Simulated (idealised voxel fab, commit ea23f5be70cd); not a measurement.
The name of this process module is voxel self aligned vias.
Cross-section cut: width 160 nm, square cells of 5 nm.
A cross-section is written here as square cells arranged in a grid, and it is given in bands from the top down, each band taking up one or more rows of cells.
It is stipulated that each band's entry specify, in nanometres, the height of the top of the band and then that of its bottom, followed by the materials of the band in left-to-right sequence, each together with its width in nanometres. A single material marked by the word "full width" is understood to fill the band from edge to edge; the word "air" is understood to denote empty space.
All heights in this document are referenced to 0, defined as the level beneath which the wafer, as received, consists entirely of one material. The lowest band is not bounded below; it extends indefinitely downward and is written in the form "z 0 and below".
Think of "30 to 40" as a width that walks from the first number to the second as you go down the band, top row to bottom row, taking equal-sized steps from row to row.
Basically "identical to before" means that step didn't change any cell in the cross-section.
Entry "Fully enclosed voids". Content: empty spaces with no open connection to the top, size 8 cells or greater. Each: width x height at distance. Distance: from left edge. Unit: nm.
Where a step's line continues beyond its settings, the continuation is a remark by the simulator itself on that step.
"overlay nm" answers the question of how far to the right of plan the mask lay on a step that has a mask, and when it is negative the answer is to the left.

# The following list gives the planned process steps
1) RECEIVE | material Si
2) CONFORMAL_DEP | material SiO2 | thk nm 10
3) CONFORMAL_DEP | material SiCN | thk nm 5
4) DIRECTIONAL_DEP | material lowk | thk nm 25
5) DIRECTIONAL_DEP | material aC | thk nm 15
6) PATTERN | tone open | mask id LINES | material resist | width nm 25 | pitch nm 55 | thk nm 30 | overlay nm 0
7) DIRECTIONAL_ETCH | etch materials aC | depth nm 15
8) STRIP | etch materials resist
9) DIRECTIONAL_ETCH | etch materials lowk | depth nm 25
10) STRIP | etch materials aC
11) CONFORMAL_DEP | material TiN | thk nm 5
12) FILL_DEP | material Ru | thk nm 5
13) CMP | height nm 40
14) SELECTIVE_ETCH | etch materials W Ru TiN | depth nm 5
15) FILL_DEP | material SiN | thk nm 10
16) CMP | height nm 40
17) DIRECTIONAL_DEP | material lowk | thk nm 15
18) PATTERN | tone open | mask id VIAS | material resist | width nm 35 | pitch nm 55 | thk nm 15 | overlay nm 0
19) DIRECTIONAL_ETCH | etch materials lowk | depth nm 15
20) DIRECTIONAL_ETCH | etch materials SiN | depth nm 5
21) STRIP | etch materials resist
22) CONFORMAL_DEP | material TiN | thk nm 5
23) FILL_DEP | material W | thk nm 10
24) CMP | height nm 55
25) CONFORMAL_DEP | material SiN | thk nm 5

# Shown in cross-section is the wafer as received, that is, as it stands after step 1
* z 0 and below  Si full width
* Fully enclosed voids: none

# The cross-section shown corresponds to the wafer at the conclusion of the module. The initial structure and the process plan are those presented above; however, one mistake occurred in executing the plan
* z 60 to 55  SiN full width
* z 55 to 45  W=30 / TiN=5 / lowk=35 / TiN=5 / W=10 / TiN=5 / lowk=35 / TiN=5 / W=30
* z 45 to 40  TiN=35 / lowk=35 / TiN=20 / lowk=35 / TiN=35
* z 40 to 35  lowk=40 / SiN=25 / lowk=30 / SiN=25 / lowk=40
* z 35 to 20  lowk=40 / TiN=5 / Ru=15 / TiN=5 / lowk=30 / TiN=5 / Ru=15 / TiN=5 / lowk=40
* z 20 to 15  lowk=40 / TiN=25 / lowk=30 / TiN=25 / lowk=40
* z 15 to 10  SiCN full width
* z 10 to 0  SiO2 full width
* z 0 and below  Si full width
* Fully enclosed voids: none
Which mistake was made when the wafer was run? so step 18 ended up running with a different setting than we planned, it ran as PATTERN | tone cover | mask id VIAS | material resist | width nm 35 | pitch nm 55 | thk nm 15 | overlay nm 0
